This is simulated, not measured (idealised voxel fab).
The document below concerns the process module designated voxel fin reveal.
Xsec cut, 300 nm wide, square cell size 5 nm.
Cross-section spec: square-cell grid; bands listed top down; each band is one or more rows.
Band entry format. Leading values: height of top, height of bottom, nm. Remainder: materials in left-to-right order, each with its width in nm. Special words: "everywhere" on a single material, which then fills the band edge to edge; "blank", empty space.
All heights in this document are referenced to 0, defined as the level beneath which the wafer, as received, consists entirely of one material. The lowest band is not bounded below; it extends indefinitely downward and is written in the form "0 nm and below".
A width such as "30..40" changes by the same amount from each row of cells to the next, from the band's top row to its bottom row.
Basically "changes: none" means that step didn't change any cell in the cross-section.
Empty spaces counting at least 8 cells and having no open way to the top are listed in "closed voids". The notation width x height at distance is used for each, the distance being from the left edge and all three values in nm.
Post-settings text on a step line: simulator's own remark regarding the step.
Each step line may optionally specify "overlay nm", which for a step with a mask gives the rightward distance between the mask's planned place and where it lay, a negative value indicating the leftward direction.

### Process steps foreseen in the plan
1. RECEIVE,material Si
2. CONFORMAL_DEP,material SiN,thk nm 10
3. PATTERN,tone cover,mask id FINS,material resist,width nm 15,pitch nm 35,thk nm 15,overlay nm 0
4. DIRECTIONAL_ETCH,etch materials SiN,depth nm 10
5. DIRECTIONAL_ETCH,etch materials Si,depth nm 35
6. STRIP,etch materials resist
7. FILL_DEP,material SiO2,thk nm 10
8. CMP,height nm 10
9. SELECTIVE_ETCH,etch materials SiO2,depth nm 35
10. STRIP,etch materials SiN
11. CONFORMAL_DEP,material SiO2,thk nm 5

### First wafer out of two, processed as planned

### As received (post step 1): cross-section
* 0 nm and below: Si everywhere
* closed voids: none

### You're looking at a cross-section of the wafer after step 2
* 10 nm to 0 nm: SiN everywhere
* All layers under 0 are left as they were.

### You're looking at a cross-section of the wafer after step 3
* 25 nm to 10 nm: 105 blank  15 resist  20 blank  15 resist  20 blank  15 resist  110 blank
* All layers under 10 are left as they were.

### You're looking at a cross-section of the wafer after step 4
* 25 nm to 10 nm: 105 blank  15 resist  20 blank  15 resist  20 blank  15 resist  110 blank
* 10 nm to 0 nm: 105 blank  15 SiN  20 blank  15 SiN  20 blank  15 SiN  110 blank
* All layers under 0 are left as they were.

### You're looking at a cross-section of the wafer after step 5
* 25 nm to 10 nm: 105 blank  15 resist  20 blank  15 resist  20 blank  15 resist  110 blank
* 10 nm to 0 nm: 105 blank  15 SiN  20 blank  15 SiN  20 blank  15 SiN  110 blank
* 0 nm to -35 nm: 105 blank  15 Si  20 blank  15 Si  20 blank  15 Si  110 blank
* All layers under -35 are left as they were.

### You're looking at a cross-section of the wafer after step 6
* 10 nm to 0 nm: 105 blank  15 SiN  20 blank  15 SiN  20 blank  15 SiN  110 blank
* All layers under 0 are left as they were.

### You're looking at a cross-section of the wafer after step 7
* 20 nm to 10 nm: SiO2 everywhere
* 10 nm to 0 nm: 105 SiO2  15 SiN  20 SiO2  15 SiN  20 SiO2  15 SiN  110 SiO2
* 0 nm to -35 nm: 105 SiO2  15 Si  20 SiO2  15 Si  20 SiO2  15 Si  110 SiO2
* All layers under -35 are left as they were.

### You're looking at a cross-section of the wafer after step 8
* 10 nm to 0 nm: 105 SiO2  15 SiN  20 SiO2  15 SiN  20 SiO2  15 SiN  110 SiO2
* All layers under 0 are left as they were.

### You're looking at a cross-section of the wafer after step 9
* 10 nm to 0 nm: 105 blank  15 SiN  20 blank  15 SiN  20 blank  15 SiN  110 blank
* 0 nm to -25 nm: 105 blank  15 Si  20 blank  15 Si  20 blank  15 Si  110 blank
* All layers under -25 are left as they were.

### You're looking at a cross-section of the wafer after step 10
* 0 nm to -25 nm: 105 blank  15 Si  20 blank  15 Si  20 blank  15 Si  110 blank
* All layers under -25 are left as they were.

### You're looking at a cross-section of the wafer after step 11
* 5 nm to 0 nm: 100 blank  25 SiO2  10 blank  25 SiO2  10 blank  25 SiO2  105 blank
* 0 nm to -20 nm: 100 blank  5 SiO2  15 Si  5 SiO2  10 blank  5 SiO2  15 Si  5 SiO2  10 blank  5 SiO2  15 Si  5 SiO2  105 blank
* -20 nm to -35 nm: 105 SiO2  15 Si  20 SiO2  15 Si  20 SiO2  15 Si  110 SiO2
* All layers under -35 are left as they were.

### Second wafer. Start and plan as for the first. One mistake made in running. Agrees with the first up to and including step 10

Planned end of step 11: second wafer, cross-section: changes: none
Diagnosis: plan step 11 never ran because it was skipped
In the final state, the cell counts of the second wafer exceed or fall short of those of the first for the following materials: SiO2 -90
